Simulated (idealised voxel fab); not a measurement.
Module name: voxel capacitor over wiring (process module)
Shown is cross-section cut, with a width of 255 nm and square cells of size 5 nm.
When this document writes out a cross-section, it uses a grid of square cells and lists it as bands, beginning at the top and moving down, with a band standing for one or more rows of cells.
In this notation a band is specified by the heights of its top and bottom, in that order and in nm, after which its materials appear from left to right, each paired with its width in nm. The word "everywhere" attached to a single material means that material fills the band from edge to edge; the word "empty" stands for empty space.
The reference from which all heights are counted is 0, the level beneath which the as-received wafer is entirely one material; the lowest band, having no lower bound, proceeds downward and is written after the example "0 down".
Width "30..40": first value at the band's top row of cells, second value at its bottom row, equal change from row to row.
"left unchanged" means the step left every cell of the cross-section as it was.
"Enclosed void list": empty spaces of 8 cells or more with no open way to the top, each given as width x height at distance, distance from the left edge, all in nm.
Anything after a step's settings on that line? It's the simulator's own note about the step.
Each step line may optionally specify "overlay nm", which for a step with a mask gives the rightward distance between the mask's planned place and where it lay, a negative value indicating the leftward direction.

SET OUT BELOW ARE THE PLANNED STEPS OF THE PROCESS
1,RECEIVE | material Si
2,CONFORMAL_DEP | material SiO2 | thk nm 10
3,DIRECTIONAL_DEP | material TiN | thk nm 5
4,DIRECTIONAL_DEP | material W | thk nm 25
5,MASKED_ETCH | tone cover | mask id METAL_1 | width nm 25 | pitch nm 80 | etch materials W | depth nm 25 | overlay nm 0
6,MASKED_ETCH | tone cover | mask id METAL_1 | width nm 25 | pitch nm 80 | etch materials TiN | depth nm 5 | overlay nm 0
7,CONFORMAL_DEP | material SiCN | thk nm 5
8,FILL_DEP | material lowk | thk nm 10
9,CMP | height nm 40
10,CONFORMAL_DEP | material SiCN | thk nm 5
11,DIRECTIONAL_DEP | material lowk | thk nm 15
12,PATTERN | tone open | mask id PLUG_1 | material resist | width nm 15 | thk nm 20 | overlay nm 0
13,DIRECTIONAL_ETCH | etch materials lowk | depth nm 15
14,DIRECTIONAL_ETCH | etch materials SiCN | depth nm 5
15,STRIP | etch materials resist
16,CONFORMAL_DEP | material TiN | thk nm 5
17,FILL_DEP | material Cu | thk nm 10
18,CMP | height nm 60
19,DIRECTIONAL_DEP | material TiN | thk nm 5
20,DIRECTIONAL_DEP | material HfO2 | thk nm 5
21,DIRECTIONAL_DEP | material TiN | thk nm 5
22,MASKED_ETCH | tone cover | mask id UPPER_PLATE | width nm 60 | etch materials TiN | depth nm 5 | overlay nm 0
23,MASKED_ETCH | tone cover | mask id UPPER_PLATE | width nm 60 | etch materials HfO2 | depth nm 5 | overlay nm 0
24,MASKED_ETCH | tone cover | mask id LOWER_PLATE | width nm 70 | etch materials TiN | depth nm 5 | overlay nm 0
25,FILL_DEP | material SiO2 | thk nm 15
26,CMP | height nm 85
27,MASKED_ETCH | tone open | mask id PLUG_2 | width nm 15 | etch materials SiO2 | depth nm 10 | overlay nm 0
28,CONFORMAL_DEP | material TiN | thk nm 5
29,FILL_DEP | material W | thk nm 10
30,CMP | height nm 85
31,CONFORMAL_DEP | material SiCN | thk nm 5

THIS IS THE CROSS-SECTION OF THE WAFER AS WE RECEIVED IT, I.E. AFTER STEP 1
	0 down | Si everywhere
	Enclosed void list: none

CROSS-SECTION: FIRST OF TWO WAFERS, MODULE FINISHED, RUN ACCORDING TO PLAN
	90 to 85 | SiCN everywhere
	85 to 80 | 95 of SiO2; 5 of TiN; 5 of W; 5 of TiN; 145 of SiO2
	80 to 70 | 95..85 of SiO2; 15..60 of TiN; 145..110 of SiO2
	70 to 65 | 85 of SiO2; 60 of HfO2; 110 of SiO2
	65 to 60 | 80 of SiO2; 70 of TiN; 105 of SiO2
	60 to 45 | 85 of lowk; 5 of TiN; 5 of Cu; 5 of TiN; 155 of lowk
	45 to 40 | 85 of SiCN; 15 of TiN; 155 of SiCN
	40 to 15 | 70 of lowk; 5 of SiCN; 25 of W; 5 of SiCN; 45 of lowk; 5 of SiCN; 25 of W; 5 of SiCN; 70 of lowk
	15 to 10 | 75 of SiCN; 25 of TiN; 55 of SiCN; 25 of TiN; 75 of SiCN
	10 to 0 | SiO2 everywhere
	0 down | Si everywhere
	Enclosed void list: none

SECOND WAFER CROSS-SECTION AT END OF MODULE - SHARED START AND PLAN WITH THE FIRST, ONE MISTAKE IN THE RUN
	90 to 85 | SiCN everywhere
	85 to 80 | 95 of SiO2; 5 of TiN; 5 of W; 5 of TiN; 145 of SiO2
	80 to 75 | 95 of SiO2; 15 of TiN; 145 of SiO2
	75 to 70 | 80 of SiO2; 5 of TiN; 60 of SiO2; 5 of TiN; 105 of SiO2
	70 to 65 | HfO2 everywhere
	65 to 60 | TiN everywhere
	60 to 45 | 85 of lowk; 5 of TiN; 5 of Cu; 5 of TiN; 155 of lowk
	45 to 40 | 85 of SiCN; 15 of TiN; 155 of SiCN
	40 to 15 | 70 of lowk; 5 of SiCN; 25 of W; 5 of SiCN; 45 of lowk; 5 of SiCN; 25 of W; 5 of SiCN; 70 of lowk
	15 to 10 | 75 of SiCN; 25 of TiN; 55 of SiCN; 25 of TiN; 75 of SiCN
	10 to 0 | SiO2 everywhere
	0 down | Si everywhere
	Enclosed void list: none
Processing error: the process deviated at step 22: the operation and settings actually run there were MASKED_ETCH | tone open | mask id UPPER_PLATE | width nm 60 | etch materials TiN | depth nm 5 | overlay nm 0
Final comparison by cell count, materials where the second wafer has more or fewer than the first: 39 more of HfO2; 66 fewer of SiO2; 27 more of TiN
